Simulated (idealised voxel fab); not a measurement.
process module | voxel self aligned contacts
cross-section cut | 180 nm wide | cells 5 nm
A cross-section is a grid of square cells, given in bands from the top down. A band is one or more rows of cells.
Each band's line starts with the height of the band's top and of its bottom, in nm. Then come its materials from left to right, each with its width in nm. One material with "throughout" fills the band from edge to edge. "air" is empty space.
Height 0 is the level under which the wafer as received is all one material. The lowest band goes on downwards, as in "0 down".
A width such as "30 to 40" changes by the same amount from each row of cells to the next, from the band's top row to its bottom row.
"no change" after a step means that no cell of the cross-section changed.
closed voids: empty space of 8 cells or more with no open way to the top, each as width x height at its distance from the left edge, in nm
after a step's settings: what the simulator itself notes on the step
overlay nm, on a step with a mask: how far to the right of its planned place the mask lay; to the left if negative
plan
1 op RECEIVE | material Si
2 op CONFORMAL_DEP | material SiO2 | thk nm 5
3 op DIRECTIONAL_DEP | material polySi | thk nm 20
4 op DIRECTIONAL_DEP | material SiN | thk nm 15
5 op PATTERN | tone cover | mask id GATE | material resist | width nm 30 | pitch nm 60 | thk nm 20 | overlay nm 0
6 op DIRECTIONAL_ETCH | etch materials SiN | depth nm 15
7 op DIRECTIONAL_ETCH | etch materials polySi | depth nm 20
8 op STRIP | etch materials resist
9 op CONFORMAL_DEP | material SiN | thk nm 5
10 op DIRECTIONAL_ETCH | etch materials SiN | depth nm 5
11 op FILL_DEP | material SiO2 | thk nm 15
12 op CMP | height nm 50
13 op PATTERN | tone open | mask id CONTACT | material resist | width nm 40 | thk nm 15 | overlay nm 0
14 op DIRECTIONAL_ETCH | etch materials SiO2 | depth nm 50
15 op STRIP | etch materials resist
16 op CONFORMAL_DEP | material TiN | thk nm 5
17 op FILL_DEP | material Ru | thk nm 10
18 op CMP | height nm 50
19 op CONFORMAL_DEP | material SiN | thk nm 5
first wafer, as planned
as received, after step 1
  0 down: Si throughout
  closed voids: none
after step 2
  5 to 0: SiO2 throughout
  below 0: unchanged
after step 3
  25 to 5: polySi throughout
  below 5: unchanged
after step 4
  40 to 25: SiN throughout
  below 25: unchanged
after step 5
  60 to 40: air 45 | resist 30 | air 30 | resist 30 | air 45
  below 40: unchanged
after step 6
  60 to 40: air 45 | resist 30 | air 30 | resist 30 | air 45
  40 to 25: air 45 | SiN 30 | air 30 | SiN 30 | air 45
  below 25: unchanged
after step 7
  60 to 40: air 45 | resist 30 | air 30 | resist 30 | air 45
  40 to 25: air 45 | SiN 30 | air 30 | SiN 30 | air 45
  25 to 5: air 45 | polySi 30 | air 30 | polySi 30 | air 45
  below 5: unchanged
after step 8
  40 to 25: air 45 | SiN 30 | air 30 | SiN 30 | air 45
  below 25: unchanged
after step 9
  45 to 25: air 40 | SiN 40 | air 20 | SiN 40 | air 40
  25 to 10: air 40 | SiN 5 | polySi 30 | SiN 5 | air 20 | SiN 5 | polySi 30 | SiN 5 | air 40
  10 to 5: SiN 45 | polySi 30 | SiN 30 | polySi 30 | SiN 45
  below 5: unchanged
after step 10
  40 to 25: air 40 | SiN 40 | air 20 | SiN 40 | air 40
  25 to 5: air 40 | SiN 5 | polySi 30 | SiN 5 | air 20 | SiN 5 | polySi 30 | SiN 5 | air 40
  below 5: unchanged
after step 11
  55 to 40: SiO2 throughout
  40 to 25: SiO2 40 | SiN 40 | SiO2 20 | SiN 40 | SiO2 40
  25 to 5: SiO2 40 | SiN 5 | polySi 30 | SiN 5 | SiO2 20 | SiN 5 | polySi 30 | SiN 5 | SiO2 40
  below 5: unchanged
after step 12
  50 to 40: SiO2 throughout
  below 40: unchanged
after step 13
  65 to 50: resist 70 | air 40 | resist 70
  below 50: unchanged
after step 14
  65 to 50: resist 70 | air 40 | resist 70
  50 to 40: SiO2 70 | air 40 | SiO2 70
  40 to 25: SiO2 40 | SiN 40 | air 20 | SiN 40 | SiO2 40
  25 to 5: SiO2 40 | SiN 5 | polySi 30 | SiN 5 | air 20 | SiN 5 | polySi 30 | SiN 5 | SiO2 40
  5 to 0: SiO2 80 | air 20 | SiO2 80
  below 0: unchanged
after step 15
  50 to 40: SiO2 70 | air 40 | SiO2 70
  below 40: unchanged
after step 16
  55 to 50: TiN 75 | air 30 | TiN 75
  50 to 40: SiO2 70 | TiN 5 to 15 | air 30 to 10 | TiN 5 to 15 | SiO2 70
  40 to 25: SiO2 40 | SiN 40 | TiN 5 | air 10 | TiN 5 | SiN 40 | SiO2 40
  25 to 5: SiO2 40 | SiN 5 | polySi 30 | SiN 5 | TiN 5 | air 10 | TiN 5 | SiN 5 | polySi 30 | SiN 5 | SiO2 40
  5 to 0: SiO2 80 | TiN 20 | SiO2 80
  below 0: unchanged
after step 17
  65 to 55: Ru throughout
  55 to 50: TiN 75 | Ru 30 | TiN 75
  50 to 40: SiO2 70 | TiN 5 to 15 | Ru 30 to 10 | TiN 5 to 15 | SiO2 70
  40 to 25: SiO2 40 | SiN 40 | TiN 5 | Ru 10 | TiN 5 | SiN 40 | SiO2 40
  25 to 5: SiO2 40 | SiN 5 | polySi 30 | SiN 5 | TiN 5 | Ru 10 | TiN 5 | SiN 5 | polySi 30 | SiN 5 | SiO2 40
  below 5: unchanged
after step 18
  50 to 40: SiO2 70 | TiN 5 to 15 | Ru 30 to 10 | TiN 5 to 15 | SiO2 70
  below 40: unchanged
after step 19
  55 to 50: SiN throughout
  below 50: unchanged
second wafer: like start, like plan, one mistake. Through step 2 it matches the first wafer
when step 3 should have ended
  20 to 5: SiN throughout
  below 5: unchanged
when step 4 should have ended
  40 to 20: polySi throughout
  below 20: unchanged
when step 5 should have ended
  60 to 40: air 45 | resist 30 | air 30 | resist 30 | air 45
  below 40: unchanged
when step 6 should have ended: no change
when step 7 should have ended
  60 to 40: air 45 | resist 30 | air 30 | resist 30 | air 45
  40 to 20: air 45 | polySi 30 | air 30 | polySi 30 | air 45
  below 20: unchanged
when step 8 should have ended
  40 to 20: air 45 | polySi 30 | air 30 | polySi 30 | air 45
  below 20: unchanged
when step 9 should have ended
  45 to 40: air 40 | SiN 40 | air 20 | SiN 40 | air 40
  40 to 25: air 40 | SiN 5 | polySi 30 | SiN 5 | air 20 | SiN 5 | polySi 30 | SiN 5 | air 40
  25 to 20: SiN 45 | polySi 30 | SiN 30 | polySi 30 | SiN 45
  below 20: unchanged
when step 10 should have ended
  40 to 20: air 40 | SiN 5 | polySi 30 | SiN 5 | air 20 | SiN 5 | polySi 30 | SiN 5 | air 40
  below 20: unchanged
when step 11 should have ended
  55 to 40: SiO2 throughout
  40 to 20: SiO2 40 | SiN 5 | polySi 30 | SiN 5 | SiO2 20 | SiN 5 | polySi 30 | SiN 5 | SiO2 40
  below 20: unchanged
when step 12 should have ended
  50 to 40: SiO2 throughout
  below 40: unchanged
when step 13 should have ended
  65 to 50: resist 70 | air 40 | resist 70
  below 50: unchanged
when step 14 should have ended
  65 to 50: resist 70 | air 40 | resist 70
  50 to 40: SiO2 70 | air 40 | SiO2 70
  40 to 20: SiO2 40 | SiN 5 | polySi 30 | SiN 5 | air 20 | SiN 5 | polySi 30 | SiN 5 | SiO2 40
  below 20: unchanged
when step 15 should have ended
  50 to 40: SiO2 70 | air 40 | SiO2 70
  below 40: unchanged
when step 16 should have ended
  55 to 50: TiN 75 | air 30 | TiN 75
  50 to 40: SiO2 70 | TiN 5 to 15 | air 30 to 10 | TiN 5 to 15 | SiO2 70
  40 to 25: SiO2 40 | SiN 5 | polySi 30 | SiN 5 | TiN 5 | air 10 | TiN 5 | SiN 5 | polySi 30 | SiN 5 | SiO2 40
  25 to 20: SiO2 40 | SiN 5 | polySi 30 | SiN 5 | TiN 20 | SiN 5 | polySi 30 | SiN 5 | SiO2 40
  below 20: unchanged
when step 17 should have ended
  65 to 55: Ru throughout
  55 to 50: TiN 75 | Ru 30 | TiN 75
  50 to 40: SiO2 70 | TiN 5 to 15 | Ru 30 to 10 | TiN 5 to 15 | SiO2 70
  40 to 25: SiO2 40 | SiN 5 | polySi 30 | SiN 5 | TiN 5 | Ru 10 | TiN 5 | SiN 5 | polySi 30 | SiN 5 | SiO2 40
  below 25: unchanged
when step 18 should have ended
  50 to 40: SiO2 70 | TiN 5 to 15 | Ru 30 to 10 | TiN 5 to 15 | SiO2 70
  below 40: unchanged
when step 19 should have ended
  55 to 50: SiN throughout
  below 50: unchanged
what went wrong: steps 3 and 4 were swapped
at the end the second wafer has, in cells: 8 fewer of Ru | 60 more of SiN | 44 fewer of SiO2 | 8 fewer of TiN
